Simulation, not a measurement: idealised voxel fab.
Herein follows the process module entitled voxel ribs on slabs.
Section cut is 150 nm wide and gridded with 5 nm square cells.
Cross-section, as written here: a square-cell grid given band by band from the top down, where a band holds one or more rows of cells. What a band's entry tells you: where the top is and where the bottom is, as heights in nm, and after that what lies inside, material by material from left to right, each with its width in nm. Empty space is written as the word "air", and a single material marked with the word "everywhere" occupies the band from edge to edge. Where do heights start? At 0: under that level the wafer as delivered is made of one material only. And the lowest band has no floor; it just carries on downward, as in "0 -> down". Top row gets the first number, bottom row gets the second, and each row in between changes by the same step: that is how a band width like "30 to 40" works. The cross-section has no changed cell in any step marked "nothing different". Any empty space of 8 cells or more lacking an open way to the top shows up in "Fully closed voids" as width x height at distance, distance from the left edge, in nm. Post-settings text on a step line: simulator's own remark regarding the step. overlay nm: where the mask lay relative to plan, measured to the right, on steps with a mask; negatives go left.

### Here's what the planned process steps look like
1: RECEIVE | material Si
2: DIRECTIONAL_DEP | material SiO2 | thk nm 20
3: DIRECTIONAL_DEP | material polySi | thk nm 20
4: MASKED_ETCH | tone cover | mask id RIB | width nm 15 | etch materials polySi | depth nm 5 | overlay nm 0
5: DIRECTIONAL_DEP | material aC | thk nm 15
6: PATTERN | tone cover | mask id SLAB | material resist | width nm 45 | thk nm 30 | overlay nm 0
7: DIRECTIONAL_ETCH | etch materials aC | depth nm 15
8: STRIP | etch materials resist
9: DIRECTIONAL_ETCH | etch materials polySi | depth nm 15
10: STRIP | etch materials aC
11: FILL_DEP | material SiO2 | thk nm 20
12: CMP | height nm 50
13: DIRECTIONAL_DEP | material TiN | thk nm 10
14: PATTERN | tone cover | mask id HEATER | material resist | width nm 25 | thk nm 15 | overlay nm 0
15: DIRECTIONAL_ETCH | etch materials TiN | depth nm 10
16: STRIP | etch materials resist
17: CONFORMAL_DEP | material SiN | thk nm 10

### Below: the first of two wafers, run as planned

### Received-state cross-section, reflecting completion of step 1
	0 -> down  Si everywhere
	Fully closed voids: none

### after step 2
	20 -> 0  SiO2 everywhere
	Below 0, no change.

### after step 3
	40 -> 20  polySi everywhere
	Below 20, no change.

### after step 4
	40 -> 35  air 65 / polySi 15 / air 70
	Below 35, no change.

### after step 5
	55 -> 50  air 65 / aC 15 / air 70
	50 -> 40  aC everywhere
	40 -> 35  aC 65 / polySi 15 / aC 70
	Below 35, no change.

### after step 6
	85 -> 55  air 50 / resist 45 / air 55
	55 -> 50  air 50 / resist 15 / aC 15 / resist 15 / air 55
	Below 50, no change.

### after step 7
	70 -> 55  air 50 / resist 45 / air 55
	55 -> 50  air 50 / resist 15 / aC 15 / resist 15 / air 55
	50 -> 40  air 50 / aC 45 / air 55
	40 -> 35  air 50 / aC 15 / polySi 15 / aC 15 / air 55
	Below 35, no change.

### after step 8
	55 -> 50  air 65 / aC 15 / air 70
	Below 50, no change.

### after step 9
	55 -> 50  air 65 / aC 15 / air 70
	50 -> 40  air 50 / aC 45 / air 55
	40 -> 35  air 50 / aC 15 / polySi 15 / aC 15 / air 55
	35 -> 20  air 50 / polySi 45 / air 55
	Below 20, no change.

### after step 10
	40 -> 35  air 65 / polySi 15 / air 70
	Below 35, no change.

### after step 11
	60 -> 40  SiO2 everywhere
	40 -> 35  SiO2 65 / polySi 15 / SiO2 70
	35 -> 20  SiO2 50 / polySi 45 / SiO2 55
	Below 20, no change.

### after step 12
	50 -> 40  SiO2 everywhere
	Below 40, no change.

### after step 13
	60 -> 50  TiN everywhere
	Below 50, no change.

### after step 14
	75 -> 60  air 60 / resist 25 / air 65
	Below 60, no change.

### after step 15
	75 -> 60  air 60 / resist 25 / air 65
	60 -> 50  air 60 / TiN 25 / air 65
	Below 50, no change.

### after step 16
	60 -> 50  air 60 / TiN 25 / air 65
	Below 50, no change.

### after step 17
	70 -> 60  air 50 / SiN 45 / air 55
	60 -> 50  SiN 60 / TiN 25 / SiN 65
	Below 50, no change.

### Second wafer, same starting state and plan as the first, one mistake in the run, identical through step 3

### Second wafer: cross-section at the scheduled end of step 4
	40 -> 35  air 55 / polySi 15 / air 80
	Below 35, no change.

### Second wafer: cross-section at the scheduled end of step 5
	55 -> 50  air 55 / aC 15 / air 80
	50 -> 40  aC everywhere
	40 -> 35  aC 55 / polySi 15 / aC 80
	Below 35, no change.

### Second wafer: cross-section at the scheduled end of step 6
	85 -> 55  air 50 / resist 45 / air 55
	55 -> 50  air 50 / resist 5 / aC 15 / resist 25 / air 55
	Below 50, no change.

### Second wafer: cross-section at the scheduled end of step 7
	70 -> 55  air 50 / resist 45 / air 55
	55 -> 50  air 50 / resist 5 / aC 15 / resist 25 / air 55
	50 -> 40  air 50 / aC 45 / air 55
	40 -> 35  air 50 / aC 5 / polySi 15 / aC 25 / air 55
	Below 35, no change.

### Second wafer: cross-section at the scheduled end of step 8
	55 -> 50  air 55 / aC 15 / air 80
	Below 50, no change.

### Second wafer: cross-section at the scheduled end of step 9
	55 -> 50  air 55 / aC 15 / air 80
	50 -> 40  air 50 / aC 45 / air 55
	40 -> 35  air 50 / aC 5 / polySi 15 / aC 25 / air 55
	35 -> 20  air 50 / polySi 45 / air 55
	Below 20, no change.

### Second wafer: cross-section at the scheduled end of step 10
	40 -> 35  air 55 / polySi 15 / air 80
	Below 35, no change.

### Second wafer: cross-section at the scheduled end of step 11
	60 -> 40  SiO2 everywhere
	40 -> 35  SiO2 55 / polySi 15 / SiO2 80
	35 -> 20  SiO2 50 / polySi 45 / SiO2 55
	Below 20, no change.

### Second wafer: cross-section at the scheduled end of step 12
	50 -> 40  SiO2 everywhere
	Below 40, no change.

### Second wafer: cross-section at the scheduled end of step 13
	60 -> 50  TiN everywhere
	Below 50, no change.

### Second wafer: cross-section at the scheduled end of step 14
	75 -> 60  air 60 / resist 25 / air 65
	Below 60, no change.

### Second wafer: cross-section at the scheduled end of step 15
	75 -> 60  air 60 / resist 25 / air 65
	60 -> 50  air 60 / TiN 25 / air 65
	Below 50, no change.

### Second wafer: cross-section at the scheduled end of step 16
	60 -> 50  air 60 / TiN 25 / air 65
	Below 50, no change.

### Second wafer: cross-section at the scheduled end of step 17
	70 -> 60  air 50 / SiN 45 / air 55
	60 -> 50  SiN 60 / TiN 25 / SiN 65
	Below 50, no change.
Finding, execution versus plan: note that step 4 departed from the planned setting and was carried out as MASKED_ETCH | tone cover | mask id RIB | width nm 15 | etch materials polySi | depth nm 5 | overlay nm -10
Same inventory, different map: at the end, the second wafer holds as many cells of each material as the first, placed elsewhere.
